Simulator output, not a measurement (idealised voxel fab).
voxel wiring stack: a process module
Displayed cross-section: cut, width of 260 nm, square cells sized 5 nm.
Think of the cross-section as a grid of square cells. We describe it in bands, top to bottom, and each band covers one or more rows of those cells. Within each band entry, the heights of the top and of the bottom of the band appear first, in that order and in nm; the materials of the band then follow from left to right, each with its corresponding width in nm. The designation "everywhere" on a single material indicates that it fills the band from edge to edge; the designation "blank" indicates empty space. Below 0: as-received wafer, all one material; heights counted from there. Lowest band: no bottom, goes on down, written "from 0 down". The notation "30 to 40" denotes a width that varies across the rows of cells in the band, beginning at the first number in the top row, finishing at the second number in the bottom row, and changing by an identical amount from each row to the next. Given "stayed the same" for a step, no cell of the cross-section differs between before and after that step. Under "Sealed void listing" you'll find the enclosed gaps, the ones with no way out to the top, that are 8 cells or bigger; each reads width x height at distance, with distance counted from the left edge, everything in nm. after a step's settings: what the simulator itself notes on the step. overlay nm: for a step with a mask, the amount by which the mask lay right of where it was planned; a negative amount means left of it.

-- This section lists the process steps that were planned
| 1 | RECEIVE [material Si] |
| 2 | CONFORMAL_DEP [material SiO2] [thk nm 10] |
| 3 | DIRECTIONAL_DEP [material TiN] [thk nm 5] |
| 4 | DIRECTIONAL_DEP [material W] [thk nm 25] |
| 5 | MASKED_ETCH [tone cover] [mask id METAL_1] [width nm 25] [pitch nm 40] [etch materials W] [depth nm 25] [overlay nm 0] |
| 6 | MASKED_ETCH [tone cover] [mask id METAL_1] [width nm 25] [pitch nm 40] [etch materials TiN] [depth nm 5] [overlay nm 0] |
| 7 | FILL_DEP [material lowk] [thk nm 5] |
| 8 | CMP [height nm 40] |
| 9 | CONFORMAL_DEP [material SiCN] [thk nm 5] |
| 10 | DIRECTIONAL_DEP [material SiO2] [thk nm 10] |
| 11 | PATTERN [tone open] [mask id PLUG_1] [material resist] [width nm 15] [pitch nm 40] [thk nm 15] [overlay nm 0] |
| 12 | DIRECTIONAL_ETCH [etch materials SiO2] [depth nm 10] |
| 13 | DIRECTIONAL_ETCH [etch materials SiCN] [depth nm 5] |
| 14 | STRIP [etch materials resist] |
| 15 | CONFORMAL_DEP [material TiN] [thk nm 5] |
| 16 | FILL_DEP [material Ru] [thk nm 10] |
| 17 | CMP [height nm 55] |
| 18 | DIRECTIONAL_DEP [material TiN] [thk nm 5] |
| 19 | DIRECTIONAL_DEP [material Ru] [thk nm 25] |
| 20 | DIRECTIONAL_DEP [material aC] [thk nm 15] |
| 21 | PATTERN [tone cover] [mask id METAL_2] [material resist] [width nm 25] [pitch nm 40] [thk nm 35] [overlay nm 0] |
| 22 | DIRECTIONAL_ETCH [etch materials aC] [depth nm 15] |
| 23 | STRIP [etch materials resist] |
| 24 | DIRECTIONAL_ETCH [etch materials Ru] [depth nm 25] |
| 25 | DIRECTIONAL_ETCH [etch materials TiN] [depth nm 5] |
| 26 | STRIP [etch materials aC] |
| 27 | CONFORMAL_DEP [material SiCN] [thk nm 5] |
| 28 | FILL_DEP [material SiO2] [thk nm 5] |
| 29 | CMP [height nm 85] |
| 30 | CONFORMAL_DEP [material SiCN] [thk nm 5] |
| 31 | DIRECTIONAL_DEP [material lowk] [thk nm 20] |
| 32 | PATTERN [tone open] [mask id PLUG_2] [material resist] [width nm 15] [pitch nm 80] [thk nm 20] [overlay nm 0] |
| 33 | DIRECTIONAL_ETCH [etch materials lowk] [depth nm 20] |
| 34 | DIRECTIONAL_ETCH [etch materials SiCN] [depth nm 5] |
| 35 | STRIP [etch materials resist] |
| 36 | CONFORMAL_DEP [material TiN] [thk nm 5] |
| 37 | FILL_DEP [material Ru] [thk nm 5] |
| 38 | CMP [height nm 110] |
| 39 | CONFORMAL_DEP [material SiN] [thk nm 5] |
| 40 | DIRECTIONAL_DEP [material SiO2] [thk nm 15] |
| 41 | MASKED_ETCH [tone open] [mask id METAL_3] [width nm 25] [pitch nm 40] [etch materials SiO2] [depth nm 15] [overlay nm 0] |
| 42 | MASKED_ETCH [tone open] [mask id METAL_3] [width nm 25] [pitch nm 40] [etch materials SiN] [depth nm 5] [overlay nm 0] |
| 43 | CONFORMAL_DEP [material TiN] [thk nm 5] |
| 44 | FILL_DEP [material Cu] [thk nm 5] |
| 45 | CMP [height nm 130] |
| 46 | CONFORMAL_DEP [material SiCN] [thk nm 5] |

-- Incoming wafer in cross-section (state: after step 1)
  from 0 down = Si everywhere
  Sealed void listing: none

-- Result of the module, cross-sectioned: start per above, plan per above, one error in how it was run
  from 135 to 130 = SiCN everywhere
  from 130 to 115 = SiO2 (55) | TiN (5) | Cu (15) | TiN (5) | SiO2 (15) | TiN (5) | Cu (15) | TiN (5) | SiO2 (15) | TiN (5) | Cu (15) | TiN (5) | SiO2 (15) | TiN (5) | Cu (15) | TiN (5) | SiO2 (60)
  from 115 to 110 = SiN (55) | TiN (25) | SiN (15) | TiN (25) | SiN (15) | TiN (25) | SiN (15) | TiN (25) | SiN (60)
  from 110 to 90 = lowk (55) | TiN (5) | Ru (5) | TiN (5) | lowk (65) | TiN (5) | Ru (5) | TiN (5) | lowk (110)
  from 90 to 85 = SiCN (55) | TiN (15) | SiCN (65) | TiN (15) | SiCN (110)
  from 85 to 60 = Ru (50) | SiCN (5) | Ru (25) | SiCN (5) | Ru (5) | SiCN (5) | Ru (25) | SiCN (5) | Ru (5) | SiCN (5) | Ru (25) | SiCN (5) | Ru (5) | SiCN (5) | Ru (25) | SiCN (5) | Ru (55)
  from 60 to 55 = SiCN (55) | TiN (25) | SiCN (15) | TiN (25) | SiCN (15) | TiN (25) | SiCN (15) | TiN (25) | SiCN (60)
  from 55 to 45 = SiO2 (55) | TiN (5) | Ru (5) | TiN (5) | SiO2 (25) | TiN (5) | Ru (5) | TiN (5) | SiO2 (25) | TiN (5) | Ru (5) | TiN (5) | SiO2 (25) | TiN (5) | Ru (5) | TiN (5) | SiO2 (70)
  from 45 to 40 = SiCN (55) | TiN (15) | SiCN (25) | TiN (15) | SiCN (25) | TiN (15) | SiCN (25) | TiN (15) | SiCN (70)
  from 40 to 15 = lowk (55) | W (25) | lowk (15) | W (25) | lowk (15) | W (25) | lowk (15) | W (25) | lowk (60)
  from 15 to 10 = lowk (55) | TiN (25) | lowk (15) | TiN (25) | lowk (15) | TiN (25) | lowk (15) | TiN (25) | lowk (60)
  from 10 to 0 = SiO2 everywhere
  from 0 down = Si everywhere
  Sealed void listing: none
Against the plan, the run slipped here: heads up, step 28 didn't go per plan, it actually ran as FILL_DEP [material Ru] [thk nm 5]
